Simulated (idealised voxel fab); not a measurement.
process module | voxel ribs on slabs
cross-section cut | 195 nm wide | cells 5 nm
A cross-section is a grid of square cells, given in bands from the top down. A band is one or more rows of cells.
Each band's line starts with the height of the band's top and of its bottom, in nm. Then come its materials from left to right, each with its width in nm. One material with "throughout" fills the band from edge to edge. "air" is empty space.
Height 0 is the level under which the wafer as received is all one material. The lowest band goes on downwards, as in "0 down".
A width such as "30 to 40" changes by the same amount from each row of cells to the next, from the band's top row to its bottom row.
"no change" after a step means that no cell of the cross-section changed.
closed voids: empty space of 8 cells or more with no open way to the top, each as width x height at its distance from the left edge, in nm
after a step's settings: what the simulator itself notes on the step
overlay nm, on a step with a mask: how far to the right of its planned place the mask lay; to the left if negative
plan
1 op RECEIVE | material Si
2 op DIRECTIONAL_DEP | material SiO2 | thk nm 20
3 op DIRECTIONAL_DEP | material SiN | thk nm 25
4 op MASKED_ETCH | tone cover | mask id RIB | width nm 15 | etch materials SiN | depth nm 5 | overlay nm 0
5 op PATTERN | tone cover | mask id SLAB | material resist | width nm 55 | thk nm 15 | overlay nm 0
6 op DIRECTIONAL_ETCH | etch materials SiN | depth nm 20
7 op STRIP | etch materials resist
8 op FILL_DEP | material SiO2 | thk nm 30
9 op CMP | height nm 65
10 op DIRECTIONAL_DEP | material W | thk nm 10
11 op DIRECTIONAL_DEP | material aC | thk nm 10
12 op PATTERN | tone cover | mask id HEATER | material resist | width nm 25 | thk nm 25 | overlay nm 0
13 op DIRECTIONAL_ETCH | etch materials aC | depth nm 10
14 op STRIP | etch materials resist
15 op DIRECTIONAL_ETCH | etch materials W | depth nm 10
16 op STRIP | etch materials aC
17 op CONFORMAL_DEP | material SiN | thk nm 10
as received, after step 1
  0 down: Si throughout
  closed voids: none
a wafer at the end: this start, this plan, one mistake
  85 to 75: air 75 | SiN 45 | air 75
  75 to 65: SiN 85 | W 25 | SiN 85
  65 to 45: SiO2 throughout
  45 to 40: SiO2 85 | SiN 15 | SiO2 95
  40 to 20: SiO2 70 | SiN 55 | SiO2 70
  20 to 0: SiO2 throughout
  0 down: Si throughout
  closed voids: none
what went wrong: step 4 ran as: op MASKED_ETCH | tone cover | mask id RIB | width nm 15 | etch materials SiN | depth nm 5 | overlay nm -5
